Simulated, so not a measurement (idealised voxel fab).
The process module presented herein is designated voxel self aligned vias.
It is cross-section cut that appears here, measuring 270 nm in width, its square cells being 5 nm in size.
Bands, listed from the top down, are how a cross-section gets written in this document; the cross-section itself is a grid of square cells, and a band is one or more rows of them. Band: top and bottom heights (nm) first, top before bottom; then materials from left to right, widths in nm. "all across" marks a sole material filling the band edge to edge. "air" denotes empty space. Heights are reckoned from 0. Under this level, the received wafer is all of one material. The bottommost band is open-ended downward, for example "0 down". Width spec "30->40" -> top row of cells at first value, bottom row at second value, equal per-row change in between. "nothing altered" (step): cross-section cells unchanged, all of them. What "Entrapped voids" gives you is every empty space of 8 cells or more that is cut off from the top. Each appears as width x height at distance, with the distance taken from the left edge and width, height and distance all in nm. It should be noted that, on the line of a given step, the content following the step's settings is a remark produced by the simulator itself with respect to that step. When a step includes a mask, the "overlay nm" setting on its line states how far to the right of its planned place that mask lay, and negative values state how far to the left.
# These are the steps we planned for the process
1 RECEIVE, material Si
2 CONFORMAL_DEP, material SiO2, thk nm 10
3 CONFORMAL_DEP, material SiCN, thk nm 5
4 DIRECTIONAL_DEP, material SiO2, thk nm 30
5 PATTERN, tone open, mask id LINES, material resist, width nm 20, pitch nm 55, thk nm 15, overlay nm 0
6 DIRECTIONAL_ETCH, etch materials SiO2, depth nm 30
7 STRIP, etch materials resist
8 CONFORMAL_DEP, material TiN, thk nm 5
9 FILL_DEP, material W, thk nm 10
10 CMP, height nm 45
11 SELECTIVE_ETCH, etch materials W Ru TiN, depth nm 5
12 FILL_DEP, material SiN, thk nm 5
13 CMP, height nm 45
14 DIRECTIONAL_DEP, material SiO2, thk nm 15
15 DIRECTIONAL_DEP, material aC, thk nm 10
16 PATTERN, tone open, mask id VIAS, material resist, width nm 40, pitch nm 110, thk nm 25, overlay nm 0
17 DIRECTIONAL_ETCH, etch materials aC, depth nm 10
18 STRIP, etch materials resist
19 DIRECTIONAL_ETCH, etch materials SiO2, depth nm 15
20 DIRECTIONAL_ETCH, etch materials SiN, depth nm 5
21 STRIP, etch materials aC
22 CONFORMAL_DEP, material TiN, thk nm 5
23 FILL_DEP, material Cu, thk nm 5
24 CMP, height nm 60
25 CONFORMAL_DEP, material SiN, thk nm 5
# What follows covers the first of two wafers; it ran as planned
# as received, after step 1
* 0 down  Si all across
* Entrapped voids: none
# after step 2
* 10 to 0  SiO2 all across
* For the remainder of the cross-section, below 0, there is no change.
# after step 3
* 15 to 10  SiCN all across
* For the remainder of the cross-section, below 10, there is no change.
# after step 4
* 45 to 15  SiO2 all across
* For the remainder of the cross-section, below 15, there is no change.
# after step 5
* 60 to 45  resist=70, air=20, resist=35, air=20, resist=35, air=20, resist=70
* For the remainder of the cross-section, below 45, there is no change.
# after step 6
* 60 to 45  resist=70, air=20, resist=35, air=20, resist=35, air=20, resist=70
* 45 to 15  SiO2=70, air=20, SiO2=35, air=20, SiO2=35, air=20, SiO2=70
* For the remainder of the cross-section, below 15, there is no change.
# after step 7
* 45 to 15  SiO2=70, air=20, SiO2=35, air=20, SiO2=35, air=20, SiO2=70
* For the remainder of the cross-section, below 15, there is no change.
# after step 8
* 50 to 45  TiN=75, air=10, TiN=45, air=10, TiN=45, air=10, TiN=75
* 45 to 20  SiO2=70, TiN=5, air=10, TiN=5, SiO2=35, TiN=5, air=10, TiN=5, SiO2=35, TiN=5, air=10, TiN=5, SiO2=70
* 20 to 15  SiO2=70, TiN=20, SiO2=35, TiN=20, SiO2=35, TiN=20, SiO2=70
* For the remainder of the cross-section, below 15, there is no change.
# after step 9
* 60 to 50  W all across
* 50 to 45  TiN=75, W=10, TiN=45, W=10, TiN=45, W=10, TiN=75
* 45 to 20  SiO2=70, TiN=5, W=10, TiN=5, SiO2=35, TiN=5, W=10, TiN=5, SiO2=35, TiN=5, W=10, TiN=5, SiO2=70
* For the remainder of the cross-section, below 20, there is no change.
# after step 10
* 45 to 20  SiO2=70, TiN=5, W=10, TiN=5, SiO2=35, TiN=5, W=10, TiN=5, SiO2=35, TiN=5, W=10, TiN=5, SiO2=70
* For the remainder of the cross-section, below 20, there is no change.
# after step 11
* 45 to 40  SiO2=70, air=20, SiO2=35, air=20, SiO2=35, air=20, SiO2=70
* For the remainder of the cross-section, below 40, there is no change.
# after step 12
* 50 to 45  SiN all across
* 45 to 40  SiO2=70, SiN=20, SiO2=35, SiN=20, SiO2=35, SiN=20, SiO2=70
* For the remainder of the cross-section, below 40, there is no change.
# after step 13
* 45 to 40  SiO2=70, SiN=20, SiO2=35, SiN=20, SiO2=35, SiN=20, SiO2=70
* For the remainder of the cross-section, below 40, there is no change.
# after step 14
* 60 to 45  SiO2 all across
* For the remainder of the cross-section, below 45, there is no change.
# after step 15
* 70 to 60  aC all across
* For the remainder of the cross-section, below 60, there is no change.
# after step 16
* 95 to 70  resist=60, air=40, resist=70, air=40, resist=60
* For the remainder of the cross-section, below 70, there is no change.
# after step 17
* 85 to 70  resist=60, air=40, resist=70, air=40, resist=60
* 70 to 60  aC=60, air=40, aC=70, air=40, aC=60
* For the remainder of the cross-section, below 60, there is no change.
# after step 18
* 70 to 60  aC=60, air=40, aC=70, air=40, aC=60
* For the remainder of the cross-section, below 60, there is no change.
# after step 19
* 70 to 60  aC=60, air=40, aC=70, air=40, aC=60
* 60 to 45  SiO2=60, air=40, SiO2=70, air=40, SiO2=60
* For the remainder of the cross-section, below 45, there is no change.
# after step 20
* 70 to 60  aC=60, air=40, aC=70, air=40, aC=60
* 60 to 45  SiO2=60, air=40, SiO2=70, air=40, SiO2=60
* 45 to 40  SiO2=70, air=20, SiO2=35, SiN=20, SiO2=35, air=20, SiO2=70
* For the remainder of the cross-section, below 40, there is no change.
# after step 21
* 60 to 45  SiO2=60, air=40, SiO2=70, air=40, SiO2=60
* For the remainder of the cross-section, below 45, there is no change.
# after step 22
* 65 to 60  TiN=65, air=30, TiN=80, air=30, TiN=65
* 60 to 50  SiO2=60, TiN=5, air=30, TiN=5, SiO2=70, TiN=5, air=30, TiN=5, SiO2=60
* 50 to 45  SiO2=60, TiN=15, air=10, TiN=15, SiO2=70, TiN=15, air=10, TiN=15, SiO2=60
* 45 to 40  SiO2=70, TiN=20, SiO2=35, SiN=20, SiO2=35, TiN=20, SiO2=70
* For the remainder of the cross-section, below 40, there is no change.
# after step 23
* 70 to 65  Cu all across
* 65 to 60  TiN=65, Cu=30, TiN=80, Cu=30, TiN=65
* 60 to 50  SiO2=60, TiN=5, Cu=30, TiN=5, SiO2=70, TiN=5, Cu=30, TiN=5, SiO2=60
* 50 to 45  SiO2=60, TiN=15, Cu=10, TiN=15, SiO2=70, TiN=15, Cu=10, TiN=15, SiO2=60
* For the remainder of the cross-section, below 45, there is no change.
# after step 24
* 60 to 50  SiO2=60, TiN=5, Cu=30, TiN=5, SiO2=70, TiN=5, Cu=30, TiN=5, SiO2=60
* For the remainder of the cross-section, below 50, there is no change.
# after step 25
* 65 to 60  SiN all across
* For the remainder of the cross-section, below 60, there is no change.
# Wafer two. Same start, same plan, one slip in execution. Same as wafer one through step 4, inclusive
# Cross-section of the second wafer corresponding to the planned conclusion of step 5
* 60 to 45  air=70, resist=20, air=35, resist=20, air=35, resist=20, air=70
* For the remainder of the cross-section, below 45, there is no change.
# Cross-section of the second wafer corresponding to the planned conclusion of step 6
* 60 to 45  air=70, resist=20, air=35, resist=20, air=35, resist=20, air=70
* 45 to 15  air=70, SiO2=20, air=35, SiO2=20, air=35, SiO2=20, air=70
* For the remainder of the cross-section, below 15, there is no change.
# Cross-section of the second wafer corresponding to the planned conclusion of step 7
* 45 to 15  air=70, SiO2=20, air=35, SiO2=20, air=35, SiO2=20, air=70
* For the remainder of the cross-section, below 15, there is no change.
# Cross-section of the second wafer corresponding to the planned conclusion of step 8
* 50 to 45  air=65, TiN=30, air=25, TiN=30, air=25, TiN=30, air=65
* 45 to 20  air=65, TiN=5, SiO2=20, TiN=5, air=25, TiN=5, SiO2=20, TiN=5, air=25, TiN=5, SiO2=20, TiN=5, air=65
* 20 to 15  TiN=70, SiO2=20, TiN=35, SiO2=20, TiN=35, SiO2=20, TiN=70
* For the remainder of the cross-section, below 15, there is no change.
# Cross-section of the second wafer corresponding to the planned conclusion of step 9
* 60 to 50  W all across
* 50 to 45  W=65, TiN=30, W=25, TiN=30, W=25, TiN=30, W=65
* 45 to 20  W=65, TiN=5, SiO2=20, TiN=5, W=25, TiN=5, SiO2=20, TiN=5, W=25, TiN=5, SiO2=20, TiN=5, W=65
* For the remainder of the cross-section, below 20, there is no change.
# Cross-section of the second wafer corresponding to the planned conclusion of step 10
* 45 to 20  W=65, TiN=5, SiO2=20, TiN=5, W=25, TiN=5, SiO2=20, TiN=5, W=25, TiN=5, SiO2=20, TiN=5, W=65
* For the remainder of the cross-section, below 20, there is no change.
# Cross-section of the second wafer corresponding to the planned conclusion of step 11
* 45 to 40  air=70, SiO2=20, air=35, SiO2=20, air=35, SiO2=20, air=70
* For the remainder of the cross-section, below 40, there is no change.
# Cross-section of the second wafer corresponding to the planned conclusion of step 12
* 50 to 45  SiN all across
* 45 to 40  SiN=70, SiO2=20, SiN=35, SiO2=20, SiN=35, SiO2=20, SiN=70
* For the remainder of the cross-section, below 40, there is no change.
# Cross-section of the second wafer corresponding to the planned conclusion of step 13
* 45 to 40  SiN=70, SiO2=20, SiN=35, SiO2=20, SiN=35, SiO2=20, SiN=70
* For the remainder of the cross-section, below 40, there is no change.
# Cross-section of the second wafer corresponding to the planned conclusion of step 14
* 60 to 45  SiO2 all across
* For the remainder of the cross-section, below 45, there is no change.
# Cross-section of the second wafer corresponding to the planned conclusion of step 15
* 70 to 60  aC all across
* For the remainder of the cross-section, below 60, there is no change.
# Cross-section of the second wafer corresponding to the planned conclusion of step 16
* 95 to 70  resist=60, air=40, resist=70, air=40, resist=60
* For the remainder of the cross-section, below 70, there is no change.
# Cross-section of the second wafer corresponding to the planned conclusion of step 17
* 85 to 70  resist=60, air=40, resist=70, air=40, resist=60
* 70 to 60  aC=60, air=40, aC=70, air=40, aC=60
* For the remainder of the cross-section, below 60, there is no change.
# Cross-section of the second wafer corresponding to the planned conclusion of step 18
* 70 to 60  aC=60, air=40, aC=70, air=40, aC=60
* For the remainder of the cross-section, below 60, there is no change.
# Cross-section of the second wafer corresponding to the planned conclusion of step 19
* 70 to 60  aC=60, air=40, aC=70, air=40, aC=60
* 60 to 45  SiO2=60, air=40, SiO2=70, air=40, SiO2=60
* For the remainder of the cross-section, below 45, there is no change.
# Cross-section of the second wafer corresponding to the planned conclusion of step 20
* 70 to 60  aC=60, air=40, aC=70, air=40, aC=60
* 60 to 45  SiO2=60, air=40, SiO2=70, air=40, SiO2=60
* 45 to 40  SiN=60, air=10, SiO2=20, air=10, SiN=25, SiO2=20, SiN=25, air=10, SiO2=20, air=10, SiN=60
* For the remainder of the cross-section, below 40, there is no change.
# Cross-section of the second wafer corresponding to the planned conclusion of step 21
* 60 to 45  SiO2=60, air=40, SiO2=70, air=40, SiO2=60
* For the remainder of the cross-section, below 45, there is no change.
# Cross-section of the second wafer corresponding to the planned conclusion of step 22
* 65 to 60  TiN=65, air=30, TiN=80, air=30, TiN=65
* 60 to 50  SiO2=60, TiN=5, air=30, TiN=5, SiO2=70, TiN=5, air=30, TiN=5, SiO2=60
* 50 to 45  SiO2=60, TiN=40, SiO2=70, TiN=40, SiO2=60
* 45 to 40  SiN=60, TiN=10, SiO2=20, TiN=10, SiN=25, SiO2=20, SiN=25, TiN=10, SiO2=20, TiN=10, SiN=60
* For the remainder of the cross-section, below 40, there is no change.
# Cross-section of the second wafer corresponding to the planned conclusion of step 23
* 70 to 65  Cu all across
* 65 to 60  TiN=65, Cu=30, TiN=80, Cu=30, TiN=65
* 60 to 50  SiO2=60, TiN=5, Cu=30, TiN=5, SiO2=70, TiN=5, Cu=30, TiN=5, SiO2=60
* For the remainder of the cross-section, below 50, there is no change.
# Cross-section of the second wafer corresponding to the planned conclusion of step 24
* 60 to 50  SiO2=60, TiN=5, Cu=30, TiN=5, SiO2=70, TiN=5, Cu=30, TiN=5, SiO2=60
* For the remainder of the cross-section, below 50, there is no change.
# Cross-section of the second wafer corresponding to the planned conclusion of step 25
* 65 to 60  SiN all across
* For the remainder of the cross-section, below 60, there is no change.
Deviation from plan: step 5 changed vs plan, executed as PATTERN, tone cover, mask id LINES, material resist, width nm 20, pitch nm 55, thk nm 15, overlay nm 0
Cell-count delta at end, second wafer over first, by material: Cu -4, SiN +30, SiO2 -180, TiN +34, W +120
